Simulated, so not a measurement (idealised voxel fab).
The following is a process module called voxel wiring stack.
We display cut, a cross-section 230 nm in width whose square cells are each 5 nm.
A cross-section is a grid of square cells, given in bands from the top down. A band is one or more rows of cells.
Within each band entry, the heights of the top and of the bottom of the band appear first, in that order and in nm; the materials of the band then follow from left to right, each with its corresponding width in nm. The designation "full width" on a single material indicates that it fills the band from edge to edge; the designation "blank" indicates empty space.
Height 0 is the level under which the wafer as received is all one material. The lowest band goes on downwards, as in "0..down".
You'd read "30 to 40" like this: the band's top row of cells is as wide as the first number, its bottom row is as wide as the second, and going down, every row changes width by the same amount as the row before did.
For the purposes of this document, the phrase "remained the same" attached to a step denotes that no cell within the cross-section was modified by that step.
If an empty space has no open way to the top and is at least 8 cells in size, "Closed voids list" lists it, written width x height at distance, where distance is measured from the left edge and every value is in nm.
Note: text after step settings on the step line = simulator remark on that step.
What "overlay nm" on a step's line means: if the step has a mask, that mask lay this far to the right of its planned place, or, when the value is negative, to the left.

**The steps planned for the process are as follows**
1) RECEIVE | material Si
2) CONFORMAL_DEP | material SiO2 | thk nm 10
3) CONFORMAL_DEP | material SiCN | thk nm 5
4) DIRECTIONAL_DEP | material SiO2 | thk nm 15
5) MASKED_ETCH | tone open | mask id METAL_1 | width nm 20 | pitch nm 35 | etch materials SiO2 | depth nm 15 | overlay nm 0
6) MASKED_ETCH | tone open | mask id METAL_1 | width nm 20 | pitch nm 35 | etch materials SiCN | depth nm 5 | overlay nm 0
7) CONFORMAL_DEP | material TiN | thk nm 5
8) FILL_DEP | material W | thk nm 5
9) CMP | height nm 30
10) EPI | material Ru | thk nm 5
11) FILL_DEP | material SiCN | thk nm 5
12) DIRECTIONAL_DEP | material lowk | thk nm 20
13) MASKED_ETCH | tone open | mask id PLUG_1 | width nm 15 | pitch nm 35 | etch materials lowk | depth nm 20 | overlay nm 0
14) MASKED_ETCH | tone open | mask id PLUG_1 | width nm 15 | pitch nm 35 | etch materials SiCN | depth nm 5 | overlay nm 0
15) CONFORMAL_DEP | material TiN | thk nm 5
16) FILL_DEP | material Cu | thk nm 10
17) CMP | height nm 60
18) DIRECTIONAL_DEP | material TiN | thk nm 5
19) DIRECTIONAL_DEP | material W | thk nm 20
20) PATTERN | tone cover | mask id METAL_2 | material resist | width nm 20 | pitch nm 35 | thk nm 15 | overlay nm 0
21) DIRECTIONAL_ETCH | etch materials W | depth nm 20
22) DIRECTIONAL_ETCH | etch materials TiN | depth nm 5
23) STRIP | etch materials resist
24) FILL_DEP | material lowk | thk nm 10
25) CMP | height nm 85
26) CONFORMAL_DEP | material SiCN | thk nm 5
27) DIRECTIONAL_DEP | material SiO2 | thk nm 30
28) DIRECTIONAL_DEP | material aC | thk nm 10
29) PATTERN | tone open | mask id METAL_3_HOLES | material resist | width nm 15 | pitch nm 70 | thk nm 25 | overlay nm 0
30) DIRECTIONAL_ETCH | etch materials aC | depth nm 10
31) STRIP | etch materials resist
32) DIRECTIONAL_ETCH | etch materials SiO2 | depth nm 30
33) STRIP | etch materials aC
34) PATTERN | tone open | mask id METAL_3 | material resist | width nm 20 | pitch nm 35 | thk nm 20 | overlay nm 0
35) DIRECTIONAL_ETCH | etch materials SiO2 | depth nm 15
36) DIRECTIONAL_ETCH | etch materials SiCN | depth nm 5
37) STRIP | etch materials resist
38) CONFORMAL_DEP | material TiN | thk nm 5
39) FILL_DEP | material Cu | thk nm 5
40) CMP | height nm 120
41) CONFORMAL_DEP | material SiCN | thk nm 5

**Cross-sectional view of the wafer in its as-received condition, corresponding to the state after step 1**
  0..down  Si full width
  Closed voids list: none

**The first of the two wafers as seen in cross-section once the module was finished; processing followed the plan**
  125..120  SiCN full width
  120..110  SiO2 (50)  TiN (5)  Cu (10)  TiN (5)  SiO2 (15)  TiN (5)  Cu (10)  TiN (5)  SiO2 (15)  TiN (5)  Cu (10)  TiN (5)  SiO2 (15)  TiN (5)  Cu (10)  TiN (5)  SiO2 (55)
  110..105  SiO2 (50)  TiN (5)  Cu (5)  TiN (10)  SiO2 (15)  TiN (20)  SiO2 (15)  TiN (5)  Cu (5)  TiN (10)  SiO2 (15)  TiN (20)  SiO2 (55)
  105..90  SiO2 (50)  TiN (5)  Cu (5)  TiN (5)  SiO2 (55)  TiN (5)  Cu (5)  TiN (5)  SiO2 (95)
  90..85  SiCN (50)  TiN (15)  SiCN (55)  TiN (15)  SiCN (95)
  85..65  lowk (50)  W (20)  lowk (15)  W (20)  lowk (15)  W (20)  lowk (15)  W (20)  lowk (55)
  65..60  lowk (50)  TiN (20)  lowk (15)  TiN (20)  lowk (15)  TiN (20)  lowk (15)  TiN (20)  lowk (55)
  60..40  lowk (50)  TiN (5)  Cu (5)  TiN (5)  lowk (20)  TiN (5)  Cu (5)  TiN (5)  lowk (20)  TiN (5)  Cu (5)  TiN (5)  lowk (20)  TiN (5)  Cu (5)  TiN (5)  lowk (60)
  40..35  SiCN (50)  TiN (15)  SiCN (20)  TiN (15)  SiCN (20)  TiN (15)  SiCN (20)  TiN (15)  SiCN (60)
  35..30  SiCN (45)  Ru (30)  SiCN (5)  Ru (30)  SiCN (5)  Ru (30)  SiCN (5)  Ru (30)  SiCN (50)
  30..15  SiO2 (50)  TiN (5)  W (10)  TiN (5)  SiO2 (15)  TiN (5)  W (10)  TiN (5)  SiO2 (15)  TiN (5)  W (10)  TiN (5)  SiO2 (15)  TiN (5)  W (10)  TiN (5)  SiO2 (55)
  15..10  SiCN (50)  TiN (20)  SiCN (15)  TiN (20)  SiCN (15)  TiN (20)  SiCN (15)  TiN (20)  SiCN (55)
  10..0  SiO2 full width
  0..down  Si full width
  Closed voids list: none

**Wafer two (of two), end-of-module cross-section: start = wafer one, plan = wafer one, one run mistake**
  125..120  SiCN full width
  120..90  SiO2 (50)  TiN (5)  Cu (10)  TiN (5)  SiO2 (15)  TiN (5)  Cu (10)  TiN (5)  SiO2 (15)  TiN (5)  Cu (10)  TiN (5)  SiO2 (15)  TiN (5)  Cu (10)  TiN (5)  SiO2 (55)
  90..85  SiCN (50)  TiN (20)  SiCN (15)  TiN (20)  SiCN (15)  TiN (20)  SiCN (15)  TiN (20)  SiCN (55)
  85..65  lowk (50)  W (20)  lowk (15)  W (20)  lowk (15)  W (20)  lowk (15)  W (20)  lowk (55)
  65..60  lowk (50)  TiN (20)  lowk (15)  TiN (20)  lowk (15)  TiN (20)  lowk (15)  TiN (20)  lowk (55)
  60..40  lowk (50)  TiN (5)  Cu (5)  TiN (5)  lowk (20)  TiN (5)  Cu (5)  TiN (5)  lowk (20)  TiN (5)  Cu (5)  TiN (5)  lowk (20)  TiN (5)  Cu (5)  TiN (5)  lowk (60)
  40..35  SiCN (50)  TiN (15)  SiCN (20)  TiN (15)  SiCN (20)  TiN (15)  SiCN (20)  TiN (15)  SiCN (60)
  35..30  SiCN (45)  Ru (30)  SiCN (5)  Ru (30)  SiCN (5)  Ru (30)  SiCN (5)  Ru (30)  SiCN (50)
  30..15  SiO2 (50)  TiN (5)  W (10)  TiN (5)  SiO2 (15)  TiN (5)  W (10)  TiN (5)  SiO2 (15)  TiN (5)  W (10)  TiN (5)  SiO2 (15)  TiN (5)  W (10)  TiN (5)  SiO2 (55)
  15..10  SiCN (50)  TiN (20)  SiCN (15)  TiN (20)  SiCN (15)  TiN (20)  SiCN (15)  TiN (20)  SiCN (55)
  10..0  SiO2 full width
  0..down  Si full width
  Closed voids list: none
The plan and the run diverged here: plan step 35 was twice executed
Once processing is complete, comparing cell counts shows that the second wafer has more or fewer of certain materials than the first: 24 more of Cu, 10 fewer of SiCN, 30 fewer of SiO2, 16 more of TiN
